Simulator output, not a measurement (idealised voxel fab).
process module | voxel wiring stack
cross-section cut | 160 nm wide | cells 5 nm
A cross-section is a grid of square cells, given in bands from the top down. A band is one or more rows of cells.
Each band's line starts with the height of the band's top and of its bottom, in nm. Then come its materials from left to right, each with its width in nm. One material with "throughout" fills the band from edge to edge. "air" is empty space.
Height 0 is the level under which the wafer as received is all one material. The lowest band goes on downwards, as in "0 down".
A width such as "30 to 40" changes by the same amount from each row of cells to the next, from the band's top row to its bottom row.
"no change" after a step means that no cell of the cross-section changed.
closed voids: empty space of 8 cells or more with no open way to the top, each as width x height at its distance from the left edge, in nm
after a step's settings: what the simulator itself notes on the step
overlay nm, on a step with a mask: how far to the right of its planned place the mask lay; to the left if negative
plan
1 op RECEIVE | material Si
2 op CONFORMAL_DEP | material SiO2 | thk nm 15
3 op CONFORMAL_DEP | material SiCN | thk nm 5
4 op DIRECTIONAL_DEP | material SiO2 | thk nm 15
5 op PATTERN | tone open | mask id METAL_1 | material resist | width nm 20 | pitch nm 35 | thk nm 15 | overlay nm 0
6 op DIRECTIONAL_ETCH | etch materials SiO2 | depth nm 15
7 op DIRECTIONAL_ETCH | etch materials SiCN | depth nm 5
8 op STRIP | etch materials resist
9 op CONFORMAL_DEP | material TiN | thk nm 5
10 op FILL_DEP | material Ru | thk nm 5
11 op CMP | height nm 35
12 op EPI | material Ru | thk nm 5
13 op FILL_DEP | material SiCN | thk nm 5
14 op DIRECTIONAL_DEP | material lowk | thk nm 30
15 op DIRECTIONAL_DEP | material aC | thk nm 15
16 op PATTERN | tone open | mask id METAL_2_HOLES | material resist | width nm 15 | pitch nm 35 | thk nm 30 | overlay nm 0
17 op DIRECTIONAL_ETCH | etch materials aC | depth nm 15
18 op STRIP | etch materials resist
19 op DIRECTIONAL_ETCH | etch materials lowk | depth nm 30
20 op STRIP | etch materials aC
21 op MASKED_ETCH | tone open | mask id METAL_2 | width nm 20 | pitch nm 35 | etch materials lowk | depth nm 20 | overlay nm 0
22 op MASKED_ETCH | tone open | mask id METAL_2 | width nm 20 | pitch nm 35 | etch materials SiCN | depth nm 5 | overlay nm 0
23 op CONFORMAL_DEP | material TiN | thk nm 5
24 op FILL_DEP | material Cu | thk nm 10
25 op CMP | height nm 75
26 op CONFORMAL_DEP | material SiN | thk nm 5
as received, after step 1
  0 down: Si throughout
  closed voids: none
first wafer at the end, as planned
  80 to 75: SiN throughout
  75 to 60: lowk 50 | TiN 5 | Cu 10 | TiN 5 | lowk 15 | TiN 5 | Cu 10 | TiN 5 | lowk 55
  60 to 55: lowk 50 | TiN 5 | Cu 5 | TiN 10 | lowk 15 | TiN 5 | Cu 5 | TiN 10 | lowk 55
  55 to 45: lowk 50 | TiN 5 | Cu 5 | TiN 5 | lowk 20 | TiN 5 | Cu 5 | TiN 5 | lowk 60
  45 to 40: SiCN 50 | TiN 15 | SiCN 20 | TiN 15 | SiCN 60
  40 to 35: SiCN 45 | Ru 30 | SiCN 5 | Ru 30 | SiCN 50
  35 to 20: SiO2 50 | TiN 5 | Ru 10 | TiN 5 | SiO2 15 | TiN 5 | Ru 10 | TiN 5 | SiO2 55
  20 to 15: SiCN 50 | TiN 20 | SiCN 15 | TiN 20 | SiCN 55
  15 to 0: SiO2 throughout
  0 down: Si throughout
  closed voids: none
second wafer at the end: like start, like plan, one mistake
  80 to 75: SiN throughout
  75 to 60: lowk 50 | TiN 5 | Cu 10 | TiN 5 | lowk 15 | TiN 5 | Cu 10 | TiN 5 | lowk 55
  60 to 55: lowk 50 | TiN 5 | Cu 5 | TiN 10 | lowk 15 | TiN 5 | Cu 5 | TiN 10 | lowk 55
  55 to 45: lowk 50 | TiN 5 | Cu 5 | TiN 5 | lowk 20 | TiN 5 | Cu 5 | TiN 5 | lowk 60
  45 to 40: SiCN 50 | TiN 15 | SiCN 20 | TiN 15 | SiCN 60
  40 to 35: Ru 55 | SiCN 10 | Ru 25 | SiCN 10 | Ru 60
  35 to 20: Ru 45 | TiN 5 | SiO2 20 | TiN 5 | Ru 5 | TiN 5 | SiO2 20 | TiN 5 | Ru 50
  20 to 15: TiN 50 | SiCN 20 | TiN 15 | SiCN 20 | TiN 55
  15 to 0: SiO2 throughout
  0 down: Si throughout
  closed voids: none
what went wrong: step 5 ran as: op PATTERN | tone cover | mask id METAL_1 | material resist | width nm 20 | pitch nm 35 | thk nm 15 | overlay nm 0
at the end the second wafer has, in cells: 64 more of Ru | 32 fewer of SiCN | 48 fewer of SiO2 | 16 more of TiN
